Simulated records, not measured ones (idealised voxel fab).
Title: Process Module voxel double patterning
We display cut, a cross-section 170 nm in width whose square cells are each 5 nm.
When this document writes out a cross-section, it uses a grid of square cells and lists it as bands, beginning at the top and moving down, with a band standing for one or more rows of cells.
Within each band entry, the heights of the top and of the bottom of the band appear first, in that order and in nm; the materials of the band then follow from left to right, each with its corresponding width in nm. The designation "full width" on a single material indicates that it fills the band from edge to edge; the designation "air" indicates empty space.
Height 0 is the level under which the wafer as received is all one material. The lowest band goes on downwards, as in "z 0 and below".
Think of "30 to 40" as a width that walks from the first number to the second as you go down the band, top row to bottom row, taking equal-sized steps from row to row.
"all unchanged" (step): cross-section cells unchanged, all of them.
The label "Closed void catalog" introduces a list of the empty spaces, 8 cells or larger, that have no open way up to the top; each entry in it reads width x height at distance, where the distance is taken from the left edge and all three are stated in nm.
Formally, on a step line, whatever follows the settings is a remark that the simulator itself makes on the step.
overlay nm: mask offset rightward from planned place, masked step; negative means leftward offset.

# The steps planned for the process are as follows
step 1: RECEIVE: material Si
step 2: CONFORMAL_DEP: material SiN, thk nm 5
step 3: DIRECTIONAL_DEP: material SiO2, thk nm 10
step 4: DIRECTIONAL_DEP: material SiCN, thk nm 5
step 5: DIRECTIONAL_DEP: material aC, thk nm 10
step 6: PATTERN: tone open, mask id FIRST, material resist, width nm 15, pitch nm 50, thk nm 30, overlay nm 0
step 7: DIRECTIONAL_ETCH: etch materials aC, depth nm 10
step 8: STRIP: etch materials resist
step 9: DIRECTIONAL_ETCH: etch materials SiCN, depth nm 5
step 10: STRIP: etch materials aC
step 11: PATTERN: tone open, mask id SECOND, material resist, width nm 15, pitch nm 50, thk nm 20, overlay nm 0
step 12: DIRECTIONAL_ETCH: etch materials SiCN, depth nm 5
step 13: STRIP: etch materials resist
step 14: DIRECTIONAL_ETCH: etch materials SiO2, depth nm 10
step 15: STRIP: etch materials SiCN

# As-received state of the wafer in cross-section, equivalent to post-step 1
	z 0 and below  Si full width
	Closed void catalog: none

# Here's the wafer cut in cross-section after the module, started and planned just like above, except one thing was done wrong in the run
	z 15 to 5  SiO2 20 nm, air 25 nm, SiO2 5 nm, air 15 nm, SiO2 5 nm, air 25 nm, SiO2 5 nm, air 15 nm, SiO2 5 nm, air 25 nm, SiO2 25 nm
	z 5 to 0  SiN full width
	z 0 and below  Si full width
	Closed void catalog: none
Here's what went sideways: planned and actual differ for step 6; actual: PATTERN: tone open, mask id FIRST, material resist, width nm 25, pitch nm 50, thk nm 30, overlay nm 0
